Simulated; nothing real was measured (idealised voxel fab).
The name of this process module is voxel tone inversion.
The cross-section shown here is cut; it is 255 nm wide and divided into square cells measuring 5 nm on a side.
In what follows, cross-sections appear as grids of square cells, described through bands that run from the top down, where every band is one or more rows of cells.
In this notation a band is specified by the heights of its top and bottom, in that order and in nm, after which its materials appear from left to right, each paired with its width in nm. The word "everywhere" attached to a single material means that material fills the band from edge to edge; the word "air" stands for empty space.
Where do heights start? At 0: under that level the wafer as delivered is made of one material only. And the lowest band has no floor; it just carries on downward, as in "0 -> down".
The two numbers in a width such as "30->40" mark its ends across the band: the first belongs to the top row of cells, the second to the bottom row, and from each row to the next the width moves by the same amount.
Given "no alterations made" for a step, no cell of the cross-section differs between before and after that step.
Closed void inventory: empty space of 8 cells or more with no open way to the top, each as width x height at its distance from the left edge, in nm
Where a step's line continues beyond its settings, the continuation is a remark by the simulator itself on that step.
If you see "overlay nm" on a step's line and that step has a mask, it's telling you how far right of where it was planned the mask ended up; a negative number means it went left instead.
# Process steps - plan
| 1 | RECEIVE (material Si) |
| 2 | CONFORMAL_DEP (material SiN; thk nm 5) |
| 3 | DIRECTIONAL_DEP (material aC; thk nm 20) |
| 4 | PATTERN (tone cover; mask id POSTS; material resist; width nm 20; pitch nm 35; thk nm 30; overlay nm 0) |
| 5 | DIRECTIONAL_ETCH (etch materials aC; depth nm 20) |
| 6 | STRIP (etch materials resist) |
| 7 | FILL_DEP (material SiO2; thk nm 5) |
| 8 | CMP (height nm 25) |
| 9 | STRIP (etch materials aC) |
| 10 | CONFORMAL_DEP (material TiN; thk nm 5) |
| 11 | FILL_DEP (material W; thk nm 5) |
| 12 | CMP (height nm 25) |
| 13 | CONFORMAL_DEP (material SiN; thk nm 5) |
# Wafer, first of two, run as planned
# Cross-section of the wafer as it came to us, i.e., already through step 1
  0 -> down = Si everywhere
  Closed void inventory: none
# Presented here is a cross-section of the wafer after step 2 has been performed
  5 -> 0 = SiN everywhere
  Everything under 0 stays put, no change at all.
# Presented here is a cross-section of the wafer after step 3 has been performed
  25 -> 5 = aC everywhere
  Everything under 5 stays put, no change at all.
# Presented here is a cross-section of the wafer after step 4 has been performed
  55 -> 25 = 80 of air  20 of resist  15 of air  20 of resist  15 of air  20 of resist  85 of air
  Everything under 25 stays put, no change at all.
# Presented here is a cross-section of the wafer after step 5 has been performed
  35 -> 25 = 80 of air  20 of resist  15 of air  20 of resist  15 of air  20 of resist  85 of air
  25 -> 5 = 80 of air  20 of aC  15 of air  20 of aC  15 of air  20 of aC  85 of air
  Everything under 5 stays put, no change at all.
# Presented here is a cross-section of the wafer after step 6 has been performed
  25 -> 5 = 80 of air  20 of aC  15 of air  20 of aC  15 of air  20 of aC  85 of air
  Everything under 5 stays put, no change at all.
# Presented here is a cross-section of the wafer after step 7 has been performed
  30 -> 25 = SiO2 everywhere
  25 -> 5 = 80 of SiO2  20 of aC  15 of SiO2  20 of aC  15 of SiO2  20 of aC  85 of SiO2
  Everything under 5 stays put, no change at all.
# Presented here is a cross-section of the wafer after step 8 has been performed
  25 -> 5 = 80 of SiO2  20 of aC  15 of SiO2  20 of aC  15 of SiO2  20 of aC  85 of SiO2
  Everything under 5 stays put, no change at all.
# Presented here is a cross-section of the wafer after step 9 has been performed
  25 -> 5 = 80 of SiO2  20 of air  15 of SiO2  20 of air  15 of SiO2  20 of air  85 of SiO2
  Everything under 5 stays put, no change at all.
# Presented here is a cross-section of the wafer after step 10 has been performed
  30 -> 25 = 85 of TiN  10 of air  25 of TiN  10 of air  25 of TiN  10 of air  90 of TiN
  25 -> 10 = 80 of SiO2  5 of TiN  10 of air  5 of TiN  15 of SiO2  5 of TiN  10 of air  5 of TiN  15 of SiO2  5 of TiN  10 of air  5 of TiN  85 of SiO2
  10 -> 5 = 80 of SiO2  20 of TiN  15 of SiO2  20 of TiN  15 of SiO2  20 of TiN  85 of SiO2
  Everything under 5 stays put, no change at all.
# Presented here is a cross-section of the wafer after step 11 has been performed
  35 -> 30 = W everywhere
  30 -> 25 = 85 of TiN  10 of W  25 of TiN  10 of W  25 of TiN  10 of W  90 of TiN
  25 -> 10 = 80 of SiO2  5 of TiN  10 of W  5 of TiN  15 of SiO2  5 of TiN  10 of W  5 of TiN  15 of SiO2  5 of TiN  10 of W  5 of TiN  85 of SiO2
  Everything under 10 stays put, no change at all.
# Presented here is a cross-section of the wafer after step 12 has been performed
  25 -> 10 = 80 of SiO2  5 of TiN  10 of W  5 of TiN  15 of SiO2  5 of TiN  10 of W  5 of TiN  15 of SiO2  5 of TiN  10 of W  5 of TiN  85 of SiO2
  Everything under 10 stays put, no change at all.
# Presented here is a cross-section of the wafer after step 13 has been performed
  30 -> 25 = SiN everywhere
  Everything under 25 stays put, no change at all.
# Second wafer: same start and same plan as the first, one execution error; identical to the first through step 3
# What the second wafer looks like in cross-section when step 4 should have wrapped up
  55 -> 25 = 80 of resist  20 of air  15 of resist  20 of air  15 of resist  20 of air  85 of resist
  Everything under 25 stays put, no change at all.
# What the second wafer looks like in cross-section when step 5 should have wrapped up
  35 -> 25 = 80 of resist  20 of air  15 of resist  20 of air  15 of resist  20 of air  85 of resist
  25 -> 5 = 80 of aC  20 of air  15 of aC  20 of air  15 of aC  20 of air  85 of aC
  Everything under 5 stays put, no change at all.
# What the second wafer looks like in cross-section when step 6 should have wrapped up
  25 -> 5 = 80 of aC  20 of air  15 of aC  20 of air  15 of aC  20 of air  85 of aC
  Everything under 5 stays put, no change at all.
# What the second wafer looks like in cross-section when step 7 should have wrapped up
  30 -> 25 = SiO2 everywhere
  25 -> 5 = 80 of aC  20 of SiO2  15 of aC  20 of SiO2  15 of aC  20 of SiO2  85 of aC
  Everything under 5 stays put, no change at all.
# What the second wafer looks like in cross-section when step 8 should have wrapped up
  25 -> 5 = 80 of aC  20 of SiO2  15 of aC  20 of SiO2  15 of aC  20 of SiO2  85 of aC
  Everything under 5 stays put, no change at all.
# What the second wafer looks like in cross-section when step 9 should have wrapped up
  25 -> 5 = 80 of air  20 of SiO2  15 of air  20 of SiO2  15 of air  20 of SiO2  85 of air
  Everything under 5 stays put, no change at all.
# What the second wafer looks like in cross-section when step 10 should have wrapped up
  30 -> 25 = 75 of air  30 of TiN  5 of air  30 of TiN  5 of air  30 of TiN  80 of air
  25 -> 10 = 75 of air  5 of TiN  20 of SiO2  5 of TiN  5 of air  5 of TiN  20 of SiO2  5 of TiN  5 of air  5 of TiN  20 of SiO2  5 of TiN  80 of air
  10 -> 5 = 80 of TiN  20 of SiO2  15 of TiN  20 of SiO2  15 of TiN  20 of SiO2  85 of TiN
  Everything under 5 stays put, no change at all.
# What the second wafer looks like in cross-section when step 11 should have wrapped up
  35 -> 30 = W everywhere
  30 -> 25 = 75 of W  30 of TiN  5 of W  30 of TiN  5 of W  30 of TiN  80 of W
  25 -> 10 = 75 of W  5 of TiN  20 of SiO2  5 of TiN  5 of W  5 of TiN  20 of SiO2  5 of TiN  5 of W  5 of TiN  20 of SiO2  5 of TiN  80 of W
  Everything under 10 stays put, no change at all.
# What the second wafer looks like in cross-section when step 12 should have wrapped up
  25 -> 10 = 75 of W  5 of TiN  20 of SiO2  5 of TiN  5 of W  5 of TiN  20 of SiO2  5 of TiN  5 of W  5 of TiN  20 of SiO2  5 of TiN  80 of W
  Everything under 10 stays put, no change at all.
# What the second wafer looks like in cross-section when step 13 should have wrapped up
  30 -> 25 = SiN everywhere
  Everything under 25 stays put, no change at all.
Deviation from plan: in deviation from the planned setting, step 4 was conducted as PATTERN (tone open; mask id POSTS; material resist; width nm 20; pitch nm 35; thk nm 30; overlay nm 0)
Wafer comparison, final, in cells, second relative to first, materials more or fewer: -108 SiO2 | +27 TiN | +81 W
